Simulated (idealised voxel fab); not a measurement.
process module | voxel transistor to metal
cross-section cut | 270 nm wide | cells 5 nm
A cross-section is a grid of square cells, given in bands from the top down. A band is one or more rows of cells.
Each band's line starts with the height of the band's top and of its bottom, in nm. Then come its materials from left to right, each with its width in nm. One material with "throughout" fills the band from edge to edge. "air" is empty space.
Height 0 is the level under which the wafer as received is all one material. The lowest band goes on downwards, as in "0 down".
A width such as "30 to 40" changes by the same amount from each row of cells to the next, from the band's top row to its bottom row.
"no change" after a step means that no cell of the cross-section changed.
closed voids: empty space of 8 cells or more with no open way to the top, each as width x height at its distance from the left edge, in nm
after a step's settings: what the simulator itself notes on the step
overlay nm, on a step with a mask: how far to the right of its planned place the mask lay; to the left if negative
plan
1 op RECEIVE | material Si
2 op OXIDIZE | depth nm 5
3 op CONFORMAL_DEP | material SiN | thk nm 15
4 op DIRECTIONAL_DEP | material aC | thk nm 10
5 op PATTERN | tone cover | mask id ACTIVE | material resist | width nm 105 | pitch nm 135 | thk nm 30 | overlay nm 0
6 op DIRECTIONAL_ETCH | etch materials aC | depth nm 10
7 op STRIP | etch materials resist
8 op DIRECTIONAL_ETCH | etch materials SiN | depth nm 15
9 op DIRECTIONAL_ETCH | etch materials SiO2 | depth nm 5
10 op DIRECTIONAL_ETCH | etch materials Si | depth nm 35
11 op STRIP | etch materials aC
12 op OXIDIZE | depth nm 5
13 op FILL_DEP | material SiO2 | thk nm 15
14 op CMP | height nm 15
15 op SELECTIVE_ETCH | etch materials SiO2 | depth nm 15
16 op STRIP | etch materials SiN
17 op SELECTIVE_ETCH | etch materials SiO2 | depth nm 5
18 op OXIDIZE | depth nm 5
19 op DIRECTIONAL_DEP | material polySi | thk nm 25
20 op DIRECTIONAL_DEP | material SiCN | thk nm 10
21 op PATTERN | tone cover | mask id GATE | material resist | width nm 25 | pitch nm 135 | thk nm 15 | overlay nm 0
22 op DIRECTIONAL_ETCH | etch materials SiCN | depth nm 20
23 op DIRECTIONAL_ETCH | etch materials polySi | depth nm 35
24 op STRIP | etch materials resist
25 op CONFORMAL_DEP | material SiO2 | thk nm 5
26 op DIRECTIONAL_ETCH | etch materials SiO2 | depth nm 5
27 op CONFORMAL_DEP | material SiN | thk nm 5
28 op DIRECTIONAL_ETCH | etch materials SiN | depth nm 5
29 op DIRECTIONAL_ETCH | etch materials SiO2 | depth nm 5
30 op DIRECTIONAL_ETCH | etch materials Si | depth nm 10
31 op EPI | material pSi | thk nm 15
32 op FILL_DEP | material SiO2 | thk nm 5
33 op CMP | height nm 30
34 op DIRECTIONAL_DEP | material SiO2 | thk nm 10
35 op MASKED_ETCH | tone open | mask id CONTACT | width nm 15 | etch materials SiO2 | depth nm 45 | overlay nm 0
36 op CONFORMAL_DEP | material TiN | thk nm 5
37 op FILL_DEP | material W | thk nm 10
38 op CMP | height nm 40
39 op DIRECTIONAL_DEP | material TiN | thk nm 5
40 op DIRECTIONAL_DEP | material W | thk nm 25
41 op PATTERN | tone cover | mask id METAL_1 | material resist | width nm 15 | thk nm 20 | overlay nm 0
42 op DIRECTIONAL_ETCH | etch materials W | depth nm 25
43 op DIRECTIONAL_ETCH | etch materials TiN | depth nm 5
44 op STRIP | etch materials resist
45 op CONFORMAL_DEP | material SiCN | thk nm 5
46 op FILL_DEP | material SiO2 | thk nm 5
47 op CMP | height nm 70
48 op CONFORMAL_DEP | material SiCN | thk nm 5
as received, after step 1
  0 down: Si throughout
  closed voids: none
a wafer at the end: this start, this plan, one mistake
  75 to 70: SiCN throughout
  70 to 65: SiCN 20 | TiN 15 | SiCN 65 | TiN 15 | SiCN 40 | TiN 15 | SiCN 65 | TiN 15 | SiCN 20
  65 to 40: W throughout
  40 to 30: SiO2 20 | TiN 5 | W 5 | TiN 5 | SiO2 65 | TiN 5 | W 5 | TiN 5 | SiO2 40 | TiN 5 | W 5 | TiN 5 | SiO2 65 | TiN 5 | W 5 | TiN 5 | SiO2 20
  30 to 20: SiO2 20 | TiN 5 | W 5 | TiN 5 | SiO2 10 | SiN 5 | SiO2 5 | SiCN 25 | SiO2 5 | SiN 5 | SiO2 10 | TiN 5 | W 5 | TiN 5 | SiO2 40 | TiN 5 | W 5 | TiN 5 | SiO2 10 | SiN 5 | SiO2 5 | SiCN 25 | SiO2 5 | SiN 5 | SiO2 10 | TiN 5 | W 5 | TiN 5 | SiO2 20
  20 to 10: SiO2 20 | TiN 5 | W 5 | TiN 5 | SiO2 10 | SiN 5 | SiO2 5 | polySi 25 | SiO2 5 | SiN 5 | SiO2 10 | TiN 5 | W 5 | TiN 5 | SiO2 40 | TiN 5 | W 5 | TiN 5 | SiO2 10 | SiN 5 | SiO2 5 | polySi 25 | SiO2 5 | SiN 5 | SiO2 10 | TiN 5 | W 5 | TiN 5 | SiO2 20
  10 to 5: SiO2 20 | TiN 15 | SiO2 10 | SiN 5 | SiO2 5 | polySi 25 | SiO2 5 | SiN 5 | SiO2 10 | TiN 15 | SiO2 40 | TiN 15 | SiO2 10 | SiN 5 | SiO2 5 | polySi 25 | SiO2 5 | SiN 5 | SiO2 10 | TiN 15 | SiO2 20
  5 to -5: SiO2 20 | TiN 10 | pSi 15 | SiN 5 | SiO2 5 | polySi 25 | SiO2 5 | SiN 5 | pSi 15 | TiN 10 | SiO2 40 | TiN 10 | pSi 15 | SiN 5 | SiO2 5 | polySi 25 | SiO2 5 | SiN 5 | pSi 15 | TiN 10 | SiO2 20
  -5 to -10: SiO2 15 | pSi 30 | SiO2 45 | pSi 30 | SiO2 30 | pSi 30 | SiO2 45 | pSi 30 | SiO2 15
  -10 to -20: SiO2 20 | pSi 25 | Si 45 | pSi 25 | SiO2 40 | pSi 25 | Si 45 | pSi 25 | SiO2 20
  -20 to -45: SiO2 20 | Si 95 | SiO2 40 | Si 95 | SiO2 20
  -45 down: Si throughout
  closed voids: none
what went wrong: steps 39 and 40 were swapped
